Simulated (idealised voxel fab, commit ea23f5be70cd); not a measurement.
Module name: voxel quadruple lines (process module)
Cross-section cut: width 215 nm, square cells of 5 nm.
A cross-section is written here as square cells arranged in a grid, and it is given in bands from the top down, each band taking up one or more rows of cells.
First you get the band's top height and its bottom height, in nm, and then the materials it's made of, left to right, with each width in nm. If you see a single material with "edge to edge", that one covers the band edge to edge. "empty" is empty space.
Heads up on the height convention: 0 is the point under which the incoming wafer is all one material, and the lowest band has no bottom, it just keeps going down, like "0 down".
The notation "30->40" denotes a width that varies across the rows of cells in the band, beginning at the first number in the top row, finishing at the second number in the bottom row, and changing by an identical amount from each row to the next.
"changes: none" for a step: no cell of the cross-section changed in that step.
The list in "Closed void inventory" covers empty spaces of 8 cells or more that cannot reach the top through any open way, and it gives each as width x height at distance; the distance is from the left edge, and width, height and distance are in nm.
On a step's line, text after the settings is the simulator commenting on that step.
A step line may carry the setting "overlay nm", which, for steps involving a mask, states the distance by which the mask lay to the right of its intended position; negative values denote displacement to the left.
Steps in the process plan
1 RECEIVE [material Si]
2 CONFORMAL_DEP [material Al2O3] [thk nm 5]
3 DIRECTIONAL_DEP [material TiN] [thk nm 15]
4 DIRECTIONAL_DEP [material polySi] [thk nm 15]
5 DIRECTIONAL_DEP [material aC] [thk nm 20]
6 PATTERN [tone cover] [mask id MANDREL] [material resist] [width nm 20] [thk nm 30] [overlay nm 0]
7 DIRECTIONAL_ETCH [etch materials aC] [depth nm 20]
8 STRIP [etch materials resist]
9 CONFORMAL_DEP [material SiO2] [thk nm 10]
10 DIRECTIONAL_ETCH [etch materials SiO2] [depth nm 10]
11 STRIP [etch materials aC]
12 DIRECTIONAL_ETCH [etch materials polySi] [depth nm 15]
13 STRIP [etch materials SiO2]
14 CONFORMAL_DEP [material SiCN] [thk nm 5]
15 DIRECTIONAL_ETCH [etch materials SiCN] [depth nm 5]
16 STRIP [etch materials polySi]
17 DIRECTIONAL_ETCH [etch materials TiN] [depth nm 15]
18 STRIP [etch materials SiCN]
Cross-section of the wafer as it came to us, i.e., already through step 1
- 0 down: Si edge to edge
- Closed void inventory: none
The first of the two wafers as seen in cross-section once the module was finished; processing followed the plan
- 20 to 5: 80 nm empty, 5 nm TiN, 10 nm empty, 5 nm TiN, 10 nm empty, 5 nm TiN, 10 nm empty, 5 nm TiN, 85 nm empty
- 5 to 0: Al2O3 edge to edge
- 0 down: Si edge to edge
- Closed void inventory: none
second wafer at the end: like start, like plan, one mistake
- 35 to 20: 80 nm empty, 5 nm TiN, 10 nm empty, 5 nm TiN, 10 nm empty, 5 nm TiN, 10 nm empty, 5 nm TiN, 85 nm empty
- 20 to 5: TiN edge to edge
- 5 to 0: Al2O3 edge to edge
- 0 down: Si edge to edge
- Closed void inventory: none
Where did the run depart from the plan? regarding the plan, step 3 was run twice
In the final state, the cell counts of the second wafer exceed or fall short of those of the first for the following materials: TiN +129
